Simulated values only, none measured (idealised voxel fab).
This is a process module. Its name is voxel capacitor over wiring.
It is cross-section cut that appears here, measuring 140 nm in width, its square cells being 5 nm in size.
A cross-section is a grid of square cells, given in bands from the top down. A band is one or more rows of cells. This entry defines a band. It first specifies the height of the band's top and the height of its bottom in nm, and then specifies the band's materials from left to right, stating each material with its width in nm. The word "edge to edge" identifies a single material that fills the band from edge to edge, while the word "empty" identifies empty space. Basically, 0 is our baseline, since under it the wafer straight out of the box is all one material. The bottom band has no lower end and keeps on going down, so it looks like "from 0 down". You'd read "30 to 40" like this: the band's top row of cells is as wide as the first number, its bottom row is as wide as the second, and going down, every row changes width by the same amount as the row before did. "nothing altered" after a step means that no cell of the cross-section changed. This entry, "Fully sealed voids", enumerates those empty regions of no fewer than 8 cells that possess no open connection to the top. Each region is reported in the form width x height at distance, the distance being taken from the left edge, with all three quantities expressed in nm. Note: text after step settings on the step line = simulator remark on that step. overlay nm: step with mask; distance mask lay right of planned place; negative value = left of planned place. Each pair of cross-sections that follows straddles one process step: the one shows the state before the step, the other the state after it, down to the lowest band that changed and no further. The step in question, and its settings, are given under the pair. Note that a pair is not necessarily a continuation of the pair above it, since pairs can come from different runs of this module on the same starting wafer; it is a continuation only where its entry headed "Preceding state" says so.
Preceding state
* from 0 down  Si edge to edge
* Fully sealed voids: none
Cross-Section Thereafter
* from 15 to 0  SiO2 edge to edge
* Everything below 0 is unchanged.
* Fully sealed voids: none
Relating the two cross-sections above, the step in between is CONFORMAL_DEP | material SiO2 | thk nm 15
Preceding state: carried over from the after image of the pair right above.
Cross-Section Thereafter
* from 20 to 15  TiN edge to edge
* Everything below 15 is unchanged.
* Fully sealed voids: none
Relating the two cross-sections above, the step in between is DIRECTIONAL_DEP | material TiN | thk nm 5
Preceding state: carried over from the after image of the pair right above.
Cross-Section Thereafter
* from 45 to 20  W edge to edge
* Everything below 20 is unchanged.
* Fully sealed voids: none
Relating the two cross-sections above, the step in between is DIRECTIONAL_DEP | material W | thk nm 25
Preceding state: carried over from the after image of the pair right above.
Cross-Section Thereafter
* from 45 to 20  empty 20 nm, then W 20 nm, then empty 55 nm, then W 20 nm, then empty 25 nm
* Everything below 20 is unchanged.
* Fully sealed voids: none
Relating the two cross-sections above, the step in between is MASKED_ETCH | tone cover | mask id METAL_1 | width nm 20 | pitch nm 75 | etch materials W | depth nm 25 | overlay nm 0
Preceding state: carried over from the after image of the pair right above.
Cross-Section Thereafter
* from 45 to 20  empty 20 nm, then W 20 nm, then empty 55 nm, then W 20 nm, then empty 25 nm
* from 20 to 15  empty 20 nm, then TiN 20 nm, then empty 55 nm, then TiN 20 nm, then empty 25 nm
* Everything below 15 is unchanged.
* Fully sealed voids: none
Relating the two cross-sections above, the step in between is MASKED_ETCH | tone cover | mask id METAL_1 | width nm 20 | pitch nm 75 | etch materials TiN | depth nm 5 | overlay nm 0
Preceding state: carried over from the after image of the pair right above.
Cross-Section Thereafter
* from 50 to 45  lowk edge to edge
* from 45 to 20  lowk 20 nm, then W 20 nm, then lowk 55 nm, then W 20 nm, then lowk 25 nm
* from 20 to 15  lowk 20 nm, then TiN 20 nm, then lowk 55 nm, then TiN 20 nm, then lowk 25 nm
* Everything below 15 is unchanged.
* Fully sealed voids: none
Relating the two cross-sections above, the step in between is FILL_DEP | material lowk | thk nm 5
Preceding state: carried over from the after image of the pair right above.
Cross-Section Thereafter
* from 45 to 20  lowk 20 nm, then W 20 nm, then lowk 55 nm, then W 20 nm, then lowk 25 nm
* Everything below 20 is unchanged.
* Fully sealed voids: none
Relating the two cross-sections above, the step in between is CMP | height nm 45
Preceding state: carried over from the after image of the pair right above.
Cross-Section Thereafter
* from 50 to 45  SiCN edge to edge
* Everything below 45 is unchanged.
* Fully sealed voids: none
Relating the two cross-sections above, the step in between is CONFORMAL_DEP | material SiCN | thk nm 5
Preceding state: carried over from the after image of the pair right above.
Cross-Section Thereafter
* from 65 to 50  lowk edge to edge
* Everything below 50 is unchanged.
* Fully sealed voids: none
Relating the two cross-sections above, the step in between is DIRECTIONAL_DEP | material lowk | thk nm 15
Preceding state: carried over from the after image of the pair right above.
Cross-Section Thereafter
* from 85 to 65  resist 25 nm, then empty 15 nm, then resist 100 nm
* Everything below 65 is unchanged.
* Fully sealed voids: none
Relating the two cross-sections above, the step in between is PATTERN | tone open | mask id PLUG_1 | material resist | width nm 15 | thk nm 20 | overlay nm 0
Preceding state: carried over from the after image of the pair right above.
Cross-Section Thereafter
* from 85 to 65  resist 25 nm, then empty 15 nm, then resist 100 nm
* from 65 to 50  lowk 25 nm, then empty 15 nm, then lowk 100 nm
* Everything below 50 is unchanged.
* Fully sealed voids: none
Relating the two cross-sections above, the step in between is DIRECTIONAL_ETCH | etch materials lowk | depth nm 15
Preceding state: carried over from the after image of the pair right above.
Cross-Section Thereafter
* from 85 to 65  resist 25 nm, then empty 15 nm, then resist 100 nm
* from 65 to 50  lowk 25 nm, then empty 15 nm, then lowk 100 nm
* from 50 to 45  SiCN 25 nm, then empty 15 nm, then SiCN 100 nm
* Everything below 45 is unchanged.
* Fully sealed voids: none
Relating the two cross-sections above, the step in between is DIRECTIONAL_ETCH | etch materials SiCN | depth nm 5
Preceding state: carried over from the after image of the pair right above.
Cross-Section Thereafter
* from 65 to 50  lowk 25 nm, then empty 15 nm, then lowk 100 nm
* Everything below 50 is unchanged.
* Fully sealed voids: none
Relating the two cross-sections above, the step in between is STRIP | etch materials resist
Preceding state: carried over from the after image of the pair right above.
Cross-Section Thereafter
* from 65 to 55  lowk 25 nm, then empty 15 nm, then lowk 100 nm
* from 55 to 50  lowk 25 nm, then Ru 15 nm, then lowk 100 nm
* from 50 to 45  SiCN 25 nm, then Ru 15 nm, then SiCN 100 nm
* Everything below 45 is unchanged.
* Fully sealed voids: none
Relating the two cross-sections above, the step in between is EPI | material Ru | thk nm 10
Preceding state: carried over from the after image of the pair right above.
Cross-Section Thereafter
* from 65 to 50  lowk 25 nm, then Ru 15 nm, then lowk 100 nm
* Everything below 50 is unchanged.
* Fully sealed voids: none
Relating the two cross-sections above, the step in between is EPI | material Ru | thk nm 10
Preceding state: carried over from the after image of the pair right above.
Cross-Section Thereafter
* from 70 to 65  TiN edge to edge
* Everything below 65 is unchanged.
* Fully sealed voids: none
Relating the two cross-sections above, the step in between is DIRECTIONAL_DEP | material TiN | thk nm 5
Preceding state: carried over from the after image of the pair right above.
Cross-Section Thereafter
* from 75 to 70  SiN edge to edge
* Everything below 70 is unchanged.
* Fully sealed voids: none
Relating the two cross-sections above, the step in between is DIRECTIONAL_DEP | material SiN | thk nm 5
Preceding state: carried over from the after image of the pair right above.
Cross-Section Thereafter
* from 85 to 75  TiN edge to edge
* Everything below 75 is unchanged.
* Fully sealed voids: none
Relating the two cross-sections above, the step in between is DIRECTIONAL_DEP | material TiN | thk nm 10
Preceding state: carried over from the after image of the pair right above.
Cross-Section Thereafter
* from 105 to 85  empty 25 nm, then resist 60 nm, then empty 55 nm
* Everything below 85 is unchanged.
* Fully sealed voids: none
Relating the two cross-sections above, the step in between is PATTERN | tone cover | mask id UPPER_PLATE | material resist | width nm 60 | thk nm 20 | overlay nm 0
Preceding state: carried over from the after image of the pair right above.
Cross-Section Thereafter
* from 105 to 85  empty 25 nm, then resist 60 nm, then empty 55 nm
* from 85 to 75  empty 25 nm, then TiN 60 nm, then empty 55 nm
* Everything below 75 is unchanged.
* Fully sealed voids: none
Relating the two cross-sections above, the step in between is DIRECTIONAL_ETCH | etch materials TiN | depth nm 10
Preceding state: carried over from the after image of the pair right above.
Cross-Section Thereafter
* from 105 to 85  empty 25 nm, then resist 60 nm, then empty 55 nm
* from 85 to 75  empty 25 nm, then TiN 60 nm, then empty 55 nm
* from 75 to 70  empty 25 nm, then SiN 60 nm, then empty 55 nm
* Everything below 70 is unchanged.
* Fully sealed voids: none
Relating the two cross-sections above, the step in between is DIRECTIONAL_ETCH | etch materials SiN | depth nm 5
Preceding state: carried over from the after image of the pair right above.
Cross-Section Thereafter
* from 85 to 75  empty 25 nm, then TiN 60 nm, then empty 55 nm
* Everything below 75 is unchanged.
* Fully sealed voids: none
Relating the two cross-sections above, the step in between is STRIP | etch materials resist
Preceding state: carried over from the after image of the pair right above.
Cross-Section Thereafter
* from 95 to 85  empty 25 nm, then aC 60 nm, then empty 55 nm
* from 85 to 80  empty 25 nm, then TiN 60 nm, then empty 55 nm
* from 80 to 75  aC 25 nm, then TiN 60 nm, then aC 55 nm
* from 75 to 70  aC 25 nm, then SiN 60 nm, then aC 55 nm
* Everything below 70 is unchanged.
* Fully sealed voids: none
Relating the two cross-sections above, the step in between is DIRECTIONAL_DEP | material aC | thk nm 10
Preceding state: carried over from the after image of the pair right above.
Cross-Section Thereafter
* from 125 to 95  empty 20 nm, then resist 70 nm, then empty 50 nm
* from 95 to 85  empty 20 nm, then resist 5 nm, then aC 60 nm, then resist 5 nm, then empty 50 nm
* from 85 to 80  empty 20 nm, then resist 5 nm, then TiN 60 nm, then resist 5 nm, then empty 50 nm
* Everything below 80 is unchanged.
* Fully sealed voids: none
Relating the two cross-sections above, the step in between is PATTERN | tone cover | mask id LOWER_PLATE | material resist | width nm 70 | thk nm 30 | overlay nm 0
Preceding state: carried over from the after image of the pair right above.
Cross-Section Thereafter
* from 115 to 95  empty 20 nm, then resist 70 nm, then empty 50 nm
* from 95 to 85  empty 20 nm, then resist 5 nm, then aC 60 nm, then resist 5 nm, then empty 50 nm
* from 85 to 80  empty 20 nm, then resist 5 nm, then TiN 60 nm, then resist 5 nm, then empty 50 nm
* from 80 to 75  empty 20 nm, then aC 5 nm, then TiN 60 nm, then aC 5 nm, then empty 50 nm
* from 75 to 70  empty 20 nm, then aC 5 nm, then SiN 60 nm, then aC 5 nm, then empty 50 nm
* Everything below 70 is unchanged.
* Fully sealed voids: none
Relating the two cross-sections above, the step in between is DIRECTIONAL_ETCH | etch materials aC | depth nm 10
Preceding state: carried over from the after image of the pair right above.
Cross-Section Thereafter
* from 95 to 85  empty 25 nm, then aC 60 nm, then empty 55 nm
* from 85 to 80  empty 25 nm, then TiN 60 nm, then empty 55 nm
* Everything below 80 is unchanged.
* Fully sealed voids: none
Relating the two cross-sections above, the step in between is STRIP | etch materials resist
Preceding state: carried over from the after image of the pair right above.
Cross-Section Thereafter
* from 95 to 85  empty 25 nm, then aC 60 nm, then empty 55 nm
* from 85 to 80  empty 25 nm, then TiN 60 nm, then empty 55 nm
* from 80 to 75  empty 20 nm, then aC 5 nm, then TiN 60 nm, then aC 5 nm, then empty 50 nm
* from 75 to 70  empty 20 nm, then aC 5 nm, then SiN 60 nm, then aC 5 nm, then empty 50 nm
* from 70 to 65  empty 20 nm, then TiN 70 nm, then empty 50 nm
* Everything below 65 is unchanged.
* Fully sealed voids: none
Relating the two cross-sections above, the step in between is DIRECTIONAL_ETCH | etch materials TiN | depth nm 5
Preceding state: carried over from the after image of the pair right above.
Cross-Section Thereafter
* from 85 to 75  empty 25 nm, then TiN 60 nm, then empty 55 nm
* from 75 to 70  empty 25 nm, then SiN 60 nm, then empty 55 nm
* Everything below 70 is unchanged.
* Fully sealed voids: none
Relating the two cross-sections above, the step in between is STRIP | etch materials aC
Preceding state: carried over from the after image of the pair right above.
Cross-Section Thereafter
* from 100 to 85  SiO2 edge to edge
* from 85 to 75  SiO2 25 nm, then TiN 60 nm, then SiO2 55 nm
* from 75 to 70  SiO2 25 nm, then SiN 60 nm, then SiO2 55 nm
* from 70 to 65  SiO2 20 nm, then TiN 70 nm, then SiO2 50 nm
* Everything below 65 is unchanged.
* Fully sealed voids: none
Relating the two cross-sections above, the step in between is FILL_DEP | material SiO2 | thk nm 15
Preceding state: carried over from the after image of the pair right above.
Cross-Section Thereafter
* from 95 to 85  SiO2 edge to edge
* Everything below 85 is unchanged.
* Fully sealed voids: none
Relating the two cross-sections above, the step in between is CMP | height nm 95
Preceding state: carried over from the after image of the pair right above.
Cross-Section Thereafter
* from 95 to 85  SiO2 35 nm, then empty 15 nm, then SiO2 90 nm
* Everything below 85 is unchanged.
* Fully sealed voids: none
Relating the two cross-sections above, the step in between is MASKED_ETCH | tone open | mask id PLUG_2 | width nm 15 | etch materials SiO2 | depth nm 10 | overlay nm 0
Preceding state: carried over from the after image of the pair right above.
Cross-Section Thereafter
* from 100 to 95  TiN 40 nm, then empty 5 nm, then TiN 95 nm
* from 95 to 90  SiO2 35 nm, then TiN 5 nm, then empty 5 nm, then TiN 5 nm, then SiO2 90 nm
* from 90 to 85  SiO2 35 nm, then TiN 15 nm, then SiO2 90 nm
* Everything below 85 is unchanged.
* Fully sealed voids: none
Relating the two cross-sections above, the step in between is CONFORMAL_DEP | material TiN | thk nm 5
Preceding state: carried over from the after image of the pair right above.
Cross-Section Thereafter
* from 105 to 100  Cu edge to edge
* from 100 to 95  TiN 40 nm, then Cu 5 nm, then TiN 95 nm
* from 95 to 90  SiO2 35 nm, then TiN 5 nm, then Cu 5 nm, then TiN 5 nm, then SiO2 90 nm
* Everything below 90 is unchanged.
* Fully sealed voids: none
Relating the two cross-sections above, the step in between is FILL_DEP | material Cu | thk nm 5
Preceding state: carried over from the after image of the pair right above.
Cross-Section Thereafter
* from 95 to 90  SiO2 35 nm, then TiN 5 nm, then Cu 5 nm, then TiN 5 nm, then SiO2 90 nm
* Everything below 90 is unchanged.
* Fully sealed voids: none
Relating the two cross-sections above, the step in between is CMP | height nm 95
Preceding state: carried over from the after image of the pair right above.
Cross-Section Thereafter
* from 100 to 95  SiCN edge to edge
* Everything below 95 is unchanged.
* Fully sealed voids: none
Relating the two cross-sections above, the step in between is CONFORMAL_DEP | material SiCN | thk nm 5
Preceding state
* from 65 to 55  lowk 25 nm, then empty 15 nm, then lowk 100 nm
* from 55 to 50  lowk 25 nm, then Ru 15 nm, then lowk 100 nm
* from 50 to 45  SiCN 25 nm, then Ru 15 nm, then SiCN 100 nm
* from 45 to 20  lowk 20 nm, then W 20 nm, then lowk 55 nm, then W 20 nm, then lowk 25 nm
* from 20 to 15  lowk 20 nm, then TiN 20 nm, then lowk 55 nm, then TiN 20 nm, then lowk 25 nm
* from 15 to 0  SiO2 edge to edge
* from 0 down  Si edge to edge
* Fully sealed voids: none
Cross-Section Thereafter
* from 70 to 65  TiN 25 nm, then empty 15 nm, then TiN 100 nm
* from 65 to 60  lowk 25 nm, then empty 15 nm, then lowk 100 nm
* from 60 to 55  lowk 25 nm, then TiN 15 nm, then lowk 100 nm
* Everything below 55 is unchanged.
* Fully sealed voids: none
Relating the two cross-sections above, the step in between is DIRECTIONAL_DEP | material TiN | thk nm 5
Preceding state: carried over from the after image of the pair right above.
Cross-Section Thereafter
* from 75 to 70  SiN 25 nm, then empty 15 nm, then SiN 100 nm
* from 70 to 65  TiN 25 nm, then empty 15 nm, then TiN 100 nm
* from 65 to 60  lowk 25 nm, then SiN 15 nm, then lowk 100 nm
* Everything below 60 is unchanged.
* Fully sealed voids: none
Relating the two cross-sections above, the step in between is DIRECTIONAL_DEP | material SiN | thk nm 5
Preceding state: carried over from the after image of the pair right above.
Cross-Section Thereafter
* from 85 to 75  TiN 25 nm, then empty 15 nm, then TiN 100 nm
* from 75 to 70  SiN 25 nm, then TiN 15 nm, then SiN 100 nm
* from 70 to 65  TiN edge to edge
* Everything below 65 is unchanged.
* Fully sealed voids: none
Relating the two cross-sections above, the step in between is DIRECTIONAL_DEP | material TiN | thk nm 10
Preceding state: carried over from the after image of the pair right above.
Cross-Section Thereafter
* from 105 to 85  empty 25 nm, then resist 60 nm, then empty 55 nm
* from 85 to 75  TiN 25 nm, then resist 15 nm, then TiN 100 nm
* Everything below 75 is unchanged.
* Fully sealed voids: none
Relating the two cross-sections above, the step in between is PATTERN | tone cover | mask id UPPER_PLATE | material resist | width nm 60 | thk nm 20 | overlay nm 0
Preceding state: carried over from the after image of the pair right above.
Cross-Section Thereafter
* from 105 to 85  empty 25 nm, then resist 60 nm, then empty 55 nm
* from 85 to 75  empty 25 nm, then resist 15 nm, then TiN 45 nm, then empty 55 nm
* Everything below 75 is unchanged.
* Fully sealed voids: none
Relating the two cross-sections above, the step in between is DIRECTIONAL_ETCH | etch materials TiN | depth nm 10
Preceding state: carried over from the after image of the pair right above.
Cross-Section Thereafter
* from 105 to 85  empty 25 nm, then resist 60 nm, then empty 55 nm
* from 85 to 75  empty 25 nm, then resist 15 nm, then TiN 45 nm, then empty 55 nm
* from 75 to 70  empty 25 nm, then TiN 15 nm, then SiN 45 nm, then empty 55 nm
* Everything below 70 is unchanged.
* Fully sealed voids: none
Relating the two cross-sections above, the step in between is DIRECTIONAL_ETCH | etch materials SiN | depth nm 5
Preceding state: carried over from the after image of the pair right above.
Cross-Section Thereafter
* from 85 to 75  empty 40 nm, then TiN 45 nm, then empty 55 nm
* Everything below 75 is unchanged.
* Fully sealed voids: none
Relating the two cross-sections above, the step in between is STRIP | etch materials resist
Preceding state: carried over from the after image of the pair right above.
Cross-Section Thereafter
* from 95 to 85  empty 40 nm, then aC 45 nm, then empty 55 nm
* from 85 to 80  empty 25 nm, then aC 15 nm, then TiN 45 nm, then empty 55 nm
* from 80 to 75  aC 40 nm, then TiN 45 nm, then aC 55 nm
* from 75 to 70  aC 25 nm, then TiN 15 nm, then SiN 45 nm, then aC 55 nm
* Everything below 70 is unchanged.
* Fully sealed voids: none
Relating the two cross-sections above, the step in between is DIRECTIONAL_DEP | material aC | thk nm 10
Preceding state: carried over from the after image of the pair right above.
Cross-Section Thereafter
* from 125 to 95  empty 20 nm, then resist 70 nm, then empty 50 nm
* from 95 to 85  empty 20 nm, then resist 20 nm, then aC 45 nm, then resist 5 nm, then empty 50 nm
* from 85 to 80  empty 20 nm, then resist 5 nm, then aC 15 nm, then TiN 45 nm, then resist 5 nm, then empty 50 nm
* Everything below 80 is unchanged.
* Fully sealed voids: none
Relating the two cross-sections above, the step in between is PATTERN | tone cover | mask id LOWER_PLATE | material resist | width nm 70 | thk nm 30 | overlay nm 0
Preceding state: carried over from the after image of the pair right above.
Cross-Section Thereafter
* from 115 to 95  empty 20 nm, then resist 70 nm, then empty 50 nm
* from 95 to 85  empty 20 nm, then resist 20 nm, then aC 45 nm, then resist 5 nm, then empty 50 nm
* from 85 to 80  empty 20 nm, then resist 5 nm, then aC 15 nm, then TiN 45 nm, then resist 5 nm, then empty 50 nm
* from 80 to 75  empty 20 nm, then aC 20 nm, then TiN 45 nm, then aC 5 nm, then empty 50 nm
* from 75 to 70  empty 20 nm, then aC 5 nm, then TiN 15 nm, then SiN 45 nm, then aC 5 nm, then empty 50 nm
* Everything below 70 is unchanged.
* Fully sealed voids: none
Relating the two cross-sections above, the step in between is DIRECTIONAL_ETCH | etch materials aC | depth nm 10
Preceding state: carried over from the after image of the pair right above.
Cross-Section Thereafter
* from 95 to 85  empty 40 nm, then aC 45 nm, then empty 55 nm
* from 85 to 80  empty 25 nm, then aC 15 nm, then TiN 45 nm, then empty 55 nm
* Everything below 80 is unchanged.
* Fully sealed voids: none
Relating the two cross-sections above, the step in between is STRIP | etch materials resist
Preceding state: carried over from the after image of the pair right above.
Cross-Section Thereafter
* from 95 to 85  empty 40 nm, then aC 45 nm, then empty 55 nm
* from 85 to 80  empty 25 nm, then aC 15 nm, then TiN 45 nm, then empty 55 nm
* from 80 to 75  empty 20 nm, then aC 20 nm, then TiN 45 nm, then aC 5 nm, then empty 50 nm
* from 75 to 70  empty 20 nm, then aC 5 nm, then TiN 15 nm, then SiN 45 nm, then aC 5 nm, then empty 50 nm
* from 70 to 65  empty 20 nm, then TiN 70 nm, then empty 50 nm
* Everything below 65 is unchanged.
* Fully sealed voids: none
Relating the two cross-sections above, the step in between is DIRECTIONAL_ETCH | etch materials TiN | depth nm 5
Preceding state: carried over from the after image of the pair right above.
Cross-Section Thereafter
* from 85 to 75  empty 40 nm, then TiN 45 nm, then empty 55 nm
* from 75 to 70  empty 25 nm, then TiN 15 nm, then SiN 45 nm, then empty 55 nm
* Everything below 70 is unchanged.
* Fully sealed voids: none
Relating the two cross-sections above, the step in between is STRIP | etch materials aC
Preceding state: carried over from the after image of the pair right above.
Cross-Section Thereafter
* from 100 to 85  SiO2 edge to edge
* from 85 to 75  SiO2 40 nm, then TiN 45 nm, then SiO2 55 nm
* from 75 to 70  SiO2 25 nm, then TiN 15 nm, then SiN 45 nm, then SiO2 55 nm
* from 70 to 65  SiO2 20 nm, then TiN 70 nm, then SiO2 50 nm
* Everything below 65 is unchanged.
* Fully sealed voids: none
Relating the two cross-sections above, the step in between is FILL_DEP | material SiO2 | thk nm 15
Preceding state: carried over from the after image of the pair right above.
Cross-Section Thereafter
* from 95 to 85  SiO2 edge to edge
* Everything below 85 is unchanged.
* Fully sealed voids: none
Relating the two cross-sections above, the step in between is CMP | height nm 95
Preceding state: carried over from the after image of the pair right above.
Cross-Section Thereafter
* from 95 to 85  SiO2 35 nm, then empty 15 nm, then SiO2 90 nm
* Everything below 85 is unchanged.
* Fully sealed voids: none
Relating the two cross-sections above, the step in between is MASKED_ETCH | tone open | mask id PLUG_2 | width nm 15 | etch materials SiO2 | depth nm 10 | overlay nm 0
Preceding state: carried over from the after image of the pair right above.
Cross-Section Thereafter
* from 100 to 95  TiN 40 nm, then empty 5 nm, then TiN 95 nm
* from 95 to 90  SiO2 35 nm, then TiN 5 nm, then empty 5 nm, then TiN 5 nm, then SiO2 90 nm
* from 90 to 85  SiO2 35 nm, then TiN 15 nm, then SiO2 90 nm
* Everything below 85 is unchanged.
* Fully sealed voids: none
Relating the two cross-sections above, the step in between is CONFORMAL_DEP | material TiN | thk nm 5
Preceding state: carried over from the after image of the pair right above.
Cross-Section Thereafter
* from 105 to 100  Cu edge to edge
* from 100 to 95  TiN 40 nm, then Cu 5 nm, then TiN 95 nm
* from 95 to 90  SiO2 35 nm, then TiN 5 nm, then Cu 5 nm, then TiN 5 nm, then SiO2 90 nm
* Everything below 90 is unchanged.
* Fully sealed voids: none
Relating the two cross-sections above, the step in between is FILL_DEP | material Cu | thk nm 5
Preceding state: carried over from the after image of the pair right above.
Cross-Section Thereafter
* from 95 to 90  SiO2 35 nm, then TiN 5 nm, then Cu 5 nm, then TiN 5 nm, then SiO2 90 nm
* Everything below 90 is unchanged.
* Fully sealed voids: none
Relating the two cross-sections above, the step in between is CMP | height nm 95
Preceding state: carried over from the after image of the pair right above.
Cross-Section Thereafter
* from 100 to 95  SiCN edge to edge
* Everything below 95 is unchanged.
* Fully sealed voids: none
Relating the two cross-sections above, the step in between is CONFORMAL_DEP | material SiCN | thk nm 5
Preceding state
* from 65 to 50  lowk edge to edge
* from 50 to 45  SiCN edge to edge
* from 45 to 20  lowk 20 nm, then W 20 nm, then lowk 55 nm, then W 20 nm, then lowk 25 nm
* from 20 to 15  lowk 20 nm, then TiN 20 nm, then lowk 55 nm, then TiN 20 nm, then lowk 25 nm
* from 15 to 0  SiO2 edge to edge
* from 0 down  Si edge to edge
* Fully sealed voids: none
Cross-Section Thereafter
* from 80 to 50  lowk edge to edge
* Everything below 50 is unchanged.
* Fully sealed voids: none
Relating the two cross-sections above, the step in between is DIRECTIONAL_DEP | material lowk | thk nm 15
Preceding state: carried over from the after image of the pair right above.
Cross-Section Thereafter
* from 100 to 80  resist 25 nm, then empty 15 nm, then resist 100 nm
* Everything below 80 is unchanged.
* Fully sealed voids: none
Relating the two cross-sections above, the step in between is PATTERN | tone open | mask id PLUG_1 | material resist | width nm 15 | thk nm 20 | overlay nm 0
Preceding state: carried over from the after image of the pair right above.
Cross-Section Thereafter
* from 100 to 80  resist 25 nm, then empty 15 nm, then resist 100 nm
* from 80 to 65  lowk 25 nm, then empty 15 nm, then lowk 100 nm
* Everything below 65 is unchanged.
* Fully sealed voids: none
Relating the two cross-sections above, the step in between is DIRECTIONAL_ETCH | etch materials lowk | depth nm 15
Preceding state: carried over from the after image of the pair right above.
Cross-Section Thereafter
* from 80 to 65  lowk 25 nm, then empty 15 nm, then lowk 100 nm
* Everything below 65 is unchanged.
* Fully sealed voids: none
Relating the two cross-sections above, the step in between is STRIP | etch materials resist
Preceding state: carried over from the after image of the pair right above.
Cross-Section Thereafter
* from 85 to 80  TiN 25 nm, then empty 15 nm, then TiN 100 nm
* from 80 to 70  lowk 25 nm, then empty 15 nm, then lowk 100 nm
* from 70 to 65  lowk 25 nm, then TiN 15 nm, then lowk 100 nm
* Everything below 65 is unchanged.
* Fully sealed voids: none
Relating the two cross-sections above, the step in between is DIRECTIONAL_DEP | material TiN | thk nm 5
Preceding state: carried over from the after image of the pair right above.
Cross-Section Thereafter
* from 90 to 85  SiN 25 nm, then empty 15 nm, then SiN 100 nm
* from 85 to 80  TiN 25 nm, then empty 15 nm, then TiN 100 nm
* from 80 to 75  lowk 25 nm, then empty 15 nm, then lowk 100 nm
* from 75 to 70  lowk 25 nm, then SiN 15 nm, then lowk 100 nm
* Everything below 70 is unchanged.
* Fully sealed voids: none
Relating the two cross-sections above, the step in between is DIRECTIONAL_DEP | material SiN | thk nm 5
Preceding state: carried over from the after image of the pair right above.
Cross-Section Thereafter
* from 100 to 90  TiN 25 nm, then empty 15 nm, then TiN 100 nm
* from 90 to 85  SiN 25 nm, then empty 15 nm, then SiN 100 nm
* from 85 to 80  TiN edge to edge
* from 80 to 75  lowk 25 nm, then TiN 15 nm, then lowk 100 nm
* Everything below 75 is unchanged.
* Fully sealed voids: none
Relating the two cross-sections above, the step in between is DIRECTIONAL_DEP | material TiN | thk nm 10
Preceding state: carried over from the after image of the pair right above.
Cross-Section Thereafter
* from 120 to 100  empty 25 nm, then resist 60 nm, then empty 55 nm
* from 100 to 90  TiN 25 nm, then resist 15 nm, then TiN 100 nm
* from 90 to 85  SiN 25 nm, then resist 15 nm, then SiN 100 nm
* Everything below 85 is unchanged.
* Fully sealed voids: none
Relating the two cross-sections above, the step in between is PATTERN | tone cover | mask id UPPER_PLATE | material resist | width nm 60 | thk nm 20 | overlay nm 0
Preceding state: carried over from the after image of the pair right above.
Cross-Section Thereafter
* from 120 to 100  empty 25 nm, then resist 60 nm, then empty 55 nm
* from 100 to 90  empty 25 nm, then resist 15 nm, then TiN 45 nm, then empty 55 nm
* Everything below 90 is unchanged.
* Fully sealed voids: none
Relating the two cross-sections above, the step in between is DIRECTIONAL_ETCH | etch materials TiN | depth nm 10
Preceding state: carried over from the after image of the pair right above.
Cross-Section Thereafter
* from 120 to 100  empty 25 nm, then resist 60 nm, then empty 55 nm
* from 100 to 90  empty 25 nm, then resist 15 nm, then TiN 45 nm, then empty 55 nm
* from 90 to 85  empty 25 nm, then resist 15 nm, then SiN 45 nm, then empty 55 nm
* Everything below 85 is unchanged.
* Fully sealed voids: none
Relating the two cross-sections above, the step in between is DIRECTIONAL_ETCH | etch materials SiN | depth nm 5
Preceding state: carried over from the after image of the pair right above.
Cross-Section Thereafter
* from 100 to 90  empty 40 nm, then TiN 45 nm, then empty 55 nm
* from 90 to 85  empty 40 nm, then SiN 45 nm, then empty 55 nm
* Everything below 85 is unchanged.
* Fully sealed voids: none
Relating the two cross-sections above, the step in between is STRIP | etch materials resist
Preceding state: carried over from the after image of the pair right above.
Cross-Section Thereafter
* from 110 to 100  empty 40 nm, then aC 45 nm, then empty 55 nm
* from 100 to 95  empty 40 nm, then TiN 45 nm, then empty 55 nm
* from 95 to 90  aC 40 nm, then TiN 45 nm, then aC 55 nm
* from 90 to 85  aC 40 nm, then SiN 45 nm, then aC 55 nm
* Everything below 85 is unchanged.
* Fully sealed voids: none
Relating the two cross-sections above, the step in between is DIRECTIONAL_DEP | material aC | thk nm 10
Preceding state: carried over from the after image of the pair right above.
Cross-Section Thereafter
* from 140 to 110  empty 20 nm, then resist 70 nm, then empty 50 nm
* from 110 to 100  empty 20 nm, then resist 20 nm, then aC 45 nm, then resist 5 nm, then empty 50 nm
* from 100 to 95  empty 20 nm, then resist 20 nm, then TiN 45 nm, then resist 5 nm, then empty 50 nm
* Everything below 95 is unchanged.
* Fully sealed voids: none
Relating the two cross-sections above, the step in between is PATTERN | tone cover | mask id LOWER_PLATE | material resist | width nm 70 | thk nm 30 | overlay nm 0
Preceding state: carried over from the after image of the pair right above.
Cross-Section Thereafter
* from 130 to 110  empty 20 nm, then resist 70 nm, then empty 50 nm
* from 110 to 100  empty 20 nm, then resist 20 nm, then aC 45 nm, then resist 5 nm, then empty 50 nm
* from 100 to 95  empty 20 nm, then resist 20 nm, then TiN 45 nm, then resist 5 nm, then empty 50 nm
* from 95 to 90  empty 20 nm, then aC 20 nm, then TiN 45 nm, then aC 5 nm, then empty 50 nm
* from 90 to 85  empty 20 nm, then aC 20 nm, then SiN 45 nm, then aC 5 nm, then empty 50 nm
* Everything below 85 is unchanged.
* Fully sealed voids: none
Relating the two cross-sections above, the step in between is DIRECTIONAL_ETCH | etch materials aC | depth nm 10
Preceding state: carried over from the after image of the pair right above.
Cross-Section Thereafter
* from 110 to 100  empty 40 nm, then aC 45 nm, then empty 55 nm
* from 100 to 95  empty 40 nm, then TiN 45 nm, then empty 55 nm
* Everything below 95 is unchanged.
* Fully sealed voids: none
Relating the two cross-sections above, the step in between is STRIP | etch materials resist
Preceding state: carried over from the after image of the pair right above.
Cross-Section Thereafter
* from 110 to 100  empty 40 nm, then aC 45 nm, then empty 55 nm
* from 100 to 95  empty 40 nm, then TiN 45 nm, then empty 55 nm
* from 95 to 90  empty 20 nm, then aC 20 nm, then TiN 45 nm, then aC 5 nm, then empty 50 nm
* from 90 to 85  empty 20 nm, then aC 20 nm, then SiN 45 nm, then aC 5 nm, then empty 50 nm
* from 85 to 80  empty 20 nm, then TiN 70 nm, then empty 50 nm
* Everything below 80 is unchanged.
* Fully sealed voids: none
Relating the two cross-sections above, the step in between is DIRECTIONAL_ETCH | etch materials TiN | depth nm 5
Preceding state: carried over from the after image of the pair right above.
Cross-Section Thereafter
* from 100 to 90  empty 40 nm, then TiN 45 nm, then empty 55 nm
* from 90 to 85  empty 40 nm, then SiN 45 nm, then empty 55 nm
* Everything below 85 is unchanged.
* Fully sealed voids: none
Relating the two cross-sections above, the step in between is STRIP | etch materials aC
